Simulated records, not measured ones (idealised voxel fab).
Process module name: voxel tone inversion
Cross-section cut spans 220 nm and uses square cells 5 nm in size.
Format of a cross-section: grid, square cells. Given as bands. Order: top down. Band: one or more rows of cells.
First you get the band's top height and its bottom height, in nm, and then the materials it's made of, left to right, with each width in nm. If you see a single material with "full width", that one covers the band edge to edge. "empty" is empty space.
Note: height 0 marks the level under which the wafer is uniformly one material as received. Lowest band unbounded below, written "0 -> down".
The expression "30 to 40" gives the width at the extremes of the band, the first number at its top row of cells and the second at its bottom row, with the width changing by equal amounts from each row to the next in between.
Where the words "remained unchanged" appear for a step, the cross-section shows no cell changed by that step; every cell remained as before.
"Sealed internal voids" lists enclosed empty spaces (at least 8 cells, no open path upward to the top), each as width x height at distance from the left edge, in nm.
Formally, on a step line, whatever follows the settings is a remark that the simulator itself makes on the step.
overlay nm: right-of-plan distance of the mask on a masked step; negative values mean left-of-plan.

# Planned process steps
step 1: RECEIVE: material Si
step 2: CONFORMAL_DEP: material SiN, thk nm 5
step 3: DIRECTIONAL_DEP: material aC, thk nm 20
step 4: PATTERN: tone cover, mask id POSTS, material resist, width nm 20, pitch nm 40, thk nm 30, overlay nm 0
step 5: DIRECTIONAL_ETCH: etch materials aC, depth nm 20
step 6: STRIP: etch materials resist
step 7: FILL_DEP: material lowk, thk nm 5
step 8: CMP: height nm 25
step 9: STRIP: etch materials aC
step 10: CONFORMAL_DEP: material TiN, thk nm 5
step 11: FILL_DEP: material Cu, thk nm 10
step 12: CMP: height nm 25
step 13: CONFORMAL_DEP: material SiCN, thk nm 5

# The first of a set of two wafers, run to plan

# The cross-section here shows the wafer as received, i.e. in its state after step 1
    0 -> down  Si full width
    Sealed internal voids: none

# So this is the wafer cross-section right after step 2
    5 -> 0  SiN full width
    Everything below 0 is unchanged.

# So this is the wafer cross-section right after step 3
    25 -> 5  aC full width
    Everything below 5 is unchanged.

# So this is the wafer cross-section right after step 4
    55 -> 25  empty 80; resist 20; empty 20; resist 20; empty 80
    Everything below 25 is unchanged.

# So this is the wafer cross-section right after step 5
    35 -> 25  empty 80; resist 20; empty 20; resist 20; empty 80
    25 -> 5  empty 80; aC 20; empty 20; aC 20; empty 80
    Everything below 5 is unchanged.

# So this is the wafer cross-section right after step 6
    25 -> 5  empty 80; aC 20; empty 20; aC 20; empty 80
    Everything below 5 is unchanged.

# So this is the wafer cross-section right after step 7
    30 -> 25  lowk full width
    25 -> 5  lowk 80; aC 20; lowk 20; aC 20; lowk 80
    Everything below 5 is unchanged.

# So this is the wafer cross-section right after step 8
    25 -> 5  lowk 80; aC 20; lowk 20; aC 20; lowk 80
    Everything below 5 is unchanged.

# So this is the wafer cross-section right after step 9
    25 -> 5  lowk 80; empty 20; lowk 20; empty 20; lowk 80
    Everything below 5 is unchanged.

# So this is the wafer cross-section right after step 10
    30 -> 25  TiN 85; empty 10; TiN 30; empty 10; TiN 85
    25 -> 10  lowk 80; TiN 5; empty 10; TiN 5; lowk 20; TiN 5; empty 10; TiN 5; lowk 80
    10 -> 5  lowk 80; TiN 20; lowk 20; TiN 20; lowk 80
    Everything below 5 is unchanged.

# So this is the wafer cross-section right after step 11
    40 -> 30  Cu full width
    30 -> 25  TiN 85; Cu 10; TiN 30; Cu 10; TiN 85
    25 -> 10  lowk 80; TiN 5; Cu 10; TiN 5; lowk 20; TiN 5; Cu 10; TiN 5; lowk 80
    Everything below 10 is unchanged.

# So this is the wafer cross-section right after step 12
    25 -> 10  lowk 80; TiN 5; Cu 10; TiN 5; lowk 20; TiN 5; Cu 10; TiN 5; lowk 80
    Everything below 10 is unchanged.

# So this is the wafer cross-section right after step 13
    30 -> 25  SiCN full width
    Everything below 25 is unchanged.

# Now the other wafer: same start, same recipe, but we messed up one thing when running it. Up to and including step 2 it's the same as the first one

# Second wafer, cut view, end of step 3 per plan
    20 -> 5  aC full width
    Everything below 5 is unchanged.

# Second wafer, cut view, end of step 4 per plan
    50 -> 20  empty 80; resist 20; empty 20; resist 20; empty 80
    Everything below 20 is unchanged.

# Second wafer, cut view, end of step 5 per plan
    30 -> 20  empty 80; resist 20; empty 20; resist 20; empty 80
    20 -> 5  empty 80; aC 20; empty 20; aC 20; empty 80
    Everything below 5 is unchanged.

# Second wafer, cut view, end of step 6 per plan
    20 -> 5  empty 80; aC 20; empty 20; aC 20; empty 80
    Everything below 5 is unchanged.

# Second wafer, cut view, end of step 7 per plan
    25 -> 20  lowk full width
    20 -> 5  lowk 80; aC 20; lowk 20; aC 20; lowk 80
    Everything below 5 is unchanged.

Second wafer, cut view, end of step 8 per plan: remained unchanged

Second wafer, cut view, end of step 9 per plan: remained unchanged

# Second wafer, cut view, end of step 10 per plan
    30 -> 25  TiN full width
    Everything below 25 is unchanged.

# Second wafer, cut view, end of step 11 per plan
    40 -> 30  Cu full width
    Everything below 30 is unchanged.

# Second wafer, cut view, end of step 12 per plan
    25 -> 20  lowk full width
    Everything below 20 is unchanged.

# Second wafer, cut view, end of step 13 per plan
    30 -> 25  SiCN full width
    Everything below 25 is unchanged.
Diagnosis: note that step 3 departed from the planned setting and was carried out as DIRECTIONAL_DEP: material aC, thk nm 15
End check, counted in cells, second wafer has more or fewer of these materials than the first: 12 fewer of Cu | 20 fewer of TiN | 24 more of aC | 8 more of lowk
